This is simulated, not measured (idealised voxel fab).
This is a process module. Its name is voxel wiring stack.
Shown is cross-section cut, with a width of 270 nm and square cells of size 5 nm.
This document writes a cross-section as a grid whose cells are square, and gives it as bands, listed from the top down; one or more rows of cells form a band. Read a band's entry like this: the first values are the height of its top and the height of its bottom in nm, and what follows is the sequence of materials from left to right, each with its width in nm. Note that "empty" is empty space, and that a single material marked "all across" reaches across the band from edge to edge. Heights are measured from 0, the level below which the as-received wafer is all one material; the lowest band has no bottom and continues downward, written as in "from 0 down". The notation "30 to 40" denotes a width that varies across the rows of cells in the band, beginning at the first number in the top row, finishing at the second number in the bottom row, and changing by an identical amount from each row to the next. It should be understood that the words "nothing different", when stated for a given step, signify that the cross-section underwent no change in any of its cells during that step. Any empty space of 8 cells or more lacking an open way to the top shows up in "Unvented voids" as width x height at distance, distance from the left edge, in nm. The remark found on a step's line after its settings is issued by the simulator itself and pertains to that step. On any step carrying a mask, the "overlay nm" setting, if present on the step's line, tells how far right of its planned place the mask lay; negative values point to the left.
# Planned process steps
| 1 | RECEIVE | material Si |
| 2 | CONFORMAL_DEP | material SiO2 | thk nm 10 |
| 3 | DIRECTIONAL_DEP | material TiN | thk nm 5 |
| 4 | DIRECTIONAL_DEP | material W | thk nm 15 |
| 5 | MASKED_ETCH | tone cover | mask id METAL_1 | width nm 25 | pitch nm 40 | etch materials W | depth nm 15 | overlay nm 0 |
| 6 | MASKED_ETCH | tone cover | mask id METAL_1 | width nm 25 | pitch nm 40 | etch materials TiN | depth nm 5 | overlay nm 0 |
| 7 | FILL_DEP | material lowk | thk nm 10 |
| 8 | CMP | height nm 30 |
| 9 | CONFORMAL_DEP | material SiCN | thk nm 5 |
| 10 | DIRECTIONAL_DEP | material SiO2 | thk nm 10 |
| 11 | DIRECTIONAL_DEP | material aC | thk nm 15 |
| 12 | PATTERN | tone open | mask id PLUG_1 | material resist | width nm 15 | pitch nm 40 | thk nm 30 | overlay nm 0 |
| 13 | DIRECTIONAL_ETCH | etch materials aC | depth nm 15 |
| 14 | STRIP | etch materials resist |
| 15 | DIRECTIONAL_ETCH | etch materials SiO2 | depth nm 10 |
| 16 | DIRECTIONAL_ETCH | etch materials SiCN | depth nm 5 |
| 17 | STRIP | etch materials aC |
| 18 | CONFORMAL_DEP | material TiN | thk nm 5 |
| 19 | FILL_DEP | material W | thk nm 5 |
| 20 | CMP | height nm 45 |
| 21 | CONFORMAL_DEP | material SiCN | thk nm 5 |
| 22 | DIRECTIONAL_DEP | material SiO2 | thk nm 15 |
| 23 | MASKED_ETCH | tone open | mask id METAL_2 | width nm 25 | pitch nm 40 | etch materials SiO2 | depth nm 15 | overlay nm 0 |
| 24 | MASKED_ETCH | tone open | mask id METAL_2 | width nm 25 | pitch nm 40 | etch materials SiCN | depth nm 5 | overlay nm 0 |
| 25 | CONFORMAL_DEP | material TiN | thk nm 5 |
| 26 | FILL_DEP | material Cu | thk nm 5 |
| 27 | CMP | height nm 65 |
| 28 | CONFORMAL_DEP | material SiCN | thk nm 5 |
| 29 | DIRECTIONAL_DEP | material lowk | thk nm 35 |
| 30 | DIRECTIONAL_DEP | material aC | thk nm 15 |
| 31 | PATTERN | tone open | mask id METAL_3_HOLES | material resist | width nm 15 | pitch nm 40 | thk nm 30 | overlay nm 0 |
| 32 | DIRECTIONAL_ETCH | etch materials aC | depth nm 15 |
| 33 | STRIP | etch materials resist |
| 34 | DIRECTIONAL_ETCH | etch materials lowk | depth nm 35 |
| 35 | STRIP | etch materials aC |
| 36 | DIRECTIONAL_DEP | material aC | thk nm 15 |
| 37 | PATTERN | tone open | mask id METAL_3 | material resist | width nm 25 | pitch nm 40 | thk nm 35 | overlay nm 0 |
| 38 | DIRECTIONAL_ETCH | etch materials aC | depth nm 15 |
| 39 | STRIP | etch materials resist |
| 40 | DIRECTIONAL_ETCH | etch materials lowk | depth nm 20 |
| 41 | DIRECTIONAL_ETCH | etch materials SiCN | depth nm 5 |
| 42 | STRIP | etch materials aC |
| 43 | CONFORMAL_DEP | material TiN | thk nm 5 |
| 44 | FILL_DEP | material Ru | thk nm 5 |
| 45 | CMP | height nm 105 |
| 46 | CONFORMAL_DEP | material SiCN | thk nm 5 |
| 47 | DIRECTIONAL_DEP | material SiO2 | thk nm 25 |
| 48 | PATTERN | tone open | mask id METAL_4 | material resist | width nm 25 | pitch nm 40 | thk nm 15 | overlay nm 0 |
| 49 | DIRECTIONAL_ETCH | etch materials SiO2 | depth nm 15 |
| 50 | STRIP | etch materials resist |
| 51 | DIRECTIONAL_DEP | material aC | thk nm 15 |
| 52 | PATTERN | tone open | mask id METAL_4_HOLES | material resist | width nm 15 | pitch nm 80 | thk nm 35 | overlay nm 0 |
| 53 | DIRECTIONAL_ETCH | etch materials aC | depth nm 15 |
| 54 | STRIP | etch materials resist |
| 55 | DIRECTIONAL_ETCH | etch materials SiO2 | depth nm 10 |
| 56 | DIRECTIONAL_ETCH | etch materials SiCN | depth nm 5 |
| 57 | STRIP | etch materials aC |
| 58 | CONFORMAL_DEP | material TiN | thk nm 5 |
| 59 | FILL_DEP | material Ru | thk nm 5 |
| 60 | CMP | height nm 135 |
| 61 | CONFORMAL_DEP | material SiN | thk nm 5 |
# Step 1 complete: cross-section of the wafer as received
* from 0 down | Si all across
* Unvented voids: none
# End-of-module XS, first of two wafers, run as planned
* from 140 to 135 | SiN all across
* from 135 to 125 | SiO2=80 / TiN=5 / Ru=15 / TiN=5 / SiO2=15 / TiN=5 / Ru=15 / TiN=5 / SiO2=15 / TiN=5 / Ru=15 / TiN=5 / SiO2=85
* from 125 to 120 | SiO2=80 / TiN=5 / Ru=5 / TiN=15 / SiO2=15 / TiN=25 / SiO2=15 / TiN=5 / Ru=5 / TiN=15 / SiO2=85
* from 120 to 110 | SiO2=80 / TiN=5 / Ru=5 / TiN=5 / SiO2=65 / TiN=5 / Ru=5 / TiN=5 / SiO2=95
* from 110 to 105 | SiCN=80 / TiN=15 / SiCN=65 / TiN=15 / SiCN=95
* from 105 to 90 | lowk=80 / TiN=5 / Ru=15 / TiN=5 / lowk=15 / TiN=5 / Ru=15 / TiN=5 / lowk=15 / TiN=5 / Ru=15 / TiN=5 / lowk=85
* from 90 to 85 | lowk=80 / TiN=5 / Ru=5 / TiN=15 / lowk=15 / TiN=5 / Ru=5 / TiN=15 / lowk=15 / TiN=5 / Ru=5 / TiN=15 / lowk=85
* from 85 to 70 | lowk=80 / TiN=5 / Ru=5 / TiN=5 / lowk=25 / TiN=5 / Ru=5 / TiN=5 / lowk=25 / TiN=5 / Ru=5 / TiN=5 / lowk=95
* from 70 to 65 | SiCN=80 / TiN=15 / SiCN=25 / TiN=15 / SiCN=25 / TiN=15 / SiCN=95
* from 65 to 50 | SiO2=80 / TiN=5 / Cu=15 / TiN=5 / SiO2=15 / TiN=5 / Cu=15 / TiN=5 / SiO2=15 / TiN=5 / Cu=15 / TiN=5 / SiO2=85
* from 50 to 45 | SiCN=80 / TiN=25 / SiCN=15 / TiN=25 / SiCN=15 / TiN=25 / SiCN=85
* from 45 to 35 | SiO2=80 / TiN=5 / W=5 / TiN=5 / SiO2=25 / TiN=5 / W=5 / TiN=5 / SiO2=25 / TiN=5 / W=5 / TiN=5 / SiO2=95
* from 35 to 30 | SiCN=80 / TiN=15 / SiCN=25 / TiN=15 / SiCN=25 / TiN=15 / SiCN=95
* from 30 to 15 | lowk=80 / W=25 / lowk=15 / W=25 / lowk=15 / W=25 / lowk=85
* from 15 to 10 | lowk=80 / TiN=25 / lowk=15 / TiN=25 / lowk=15 / TiN=25 / lowk=85
* from 10 to 0 | SiO2 all across
* from 0 down | Si all across
* Unvented voids: none
# What the second wafer looks like in cross-section once the module is done. Its start and its plan matched the first wafer's exactly; what differed was one mistake in how it was run
* from 140 to 135 | SiN all across
* from 135 to 125 | SiO2=80 / TiN=5 / Ru=15 / TiN=5 / SiO2=15 / TiN=5 / Ru=15 / TiN=5 / SiO2=15 / TiN=5 / Ru=15 / TiN=5 / SiO2=85
* from 125 to 120 | SiO2=80 / TiN=5 / Ru=5 / TiN=15 / SiO2=15 / TiN=25 / SiO2=15 / TiN=5 / Ru=5 / TiN=15 / SiO2=85
* from 120 to 110 | SiO2=80 / TiN=5 / Ru=5 / TiN=5 / SiO2=65 / TiN=5 / Ru=5 / TiN=5 / SiO2=95
* from 110 to 105 | SiCN=80 / TiN=15 / SiCN=65 / TiN=15 / SiCN=95
* from 105 to 90 | lowk=80 / TiN=5 / Ru=15 / TiN=5 / lowk=15 / TiN=5 / Ru=15 / TiN=5 / lowk=15 / TiN=5 / Ru=15 / TiN=5 / lowk=85
* from 90 to 85 | lowk=80 / TiN=5 / Ru=5 / TiN=15 / lowk=15 / TiN=5 / Ru=5 / TiN=15 / lowk=15 / TiN=5 / Ru=5 / TiN=15 / lowk=85
* from 85 to 70 | lowk=80 / TiN=5 / Ru=5 / TiN=5 / lowk=25 / TiN=5 / Ru=5 / TiN=5 / lowk=25 / TiN=5 / Ru=5 / TiN=5 / lowk=95
* from 70 to 65 | SiCN=80 / TiN=15 / SiCN=25 / TiN=15 / SiCN=25 / TiN=15 / SiCN=95
* from 65 to 50 | SiO2=80 / TiN=5 / Cu=15 / TiN=5 / SiO2=15 / TiN=5 / Cu=15 / TiN=5 / SiO2=15 / TiN=5 / Cu=15 / TiN=5 / SiO2=85
* from 50 to 45 | SiCN=80 / TiN=25 / SiCN=15 / TiN=25 / SiCN=15 / TiN=25 / SiCN=85
* from 45 to 35 | SiO2=80 / TiN=5 / W=5 / TiN=5 / SiO2=25 / TiN=5 / W=5 / TiN=5 / SiO2=25 / TiN=5 / W=5 / TiN=5 / SiO2=95
* from 35 to 30 | SiCN=80 / TiN=15 / SiCN=25 / TiN=15 / SiCN=25 / TiN=15 / SiCN=95
* from 30 to 25 | lowk=80 / TiN=25 / lowk=15 / TiN=25 / lowk=15 / TiN=25 / lowk=85
* from 25 to 10 | W all across
* from 10 to 0 | SiO2 all across
* from 0 down | Si all across
* Unvented voids: none
What went wrong in running the wafer? contrary to the plan, steps 3 and 4 were processed in exchanged order
at the end the second wafer has, in cells: 117 more of W | 117 fewer of lowk
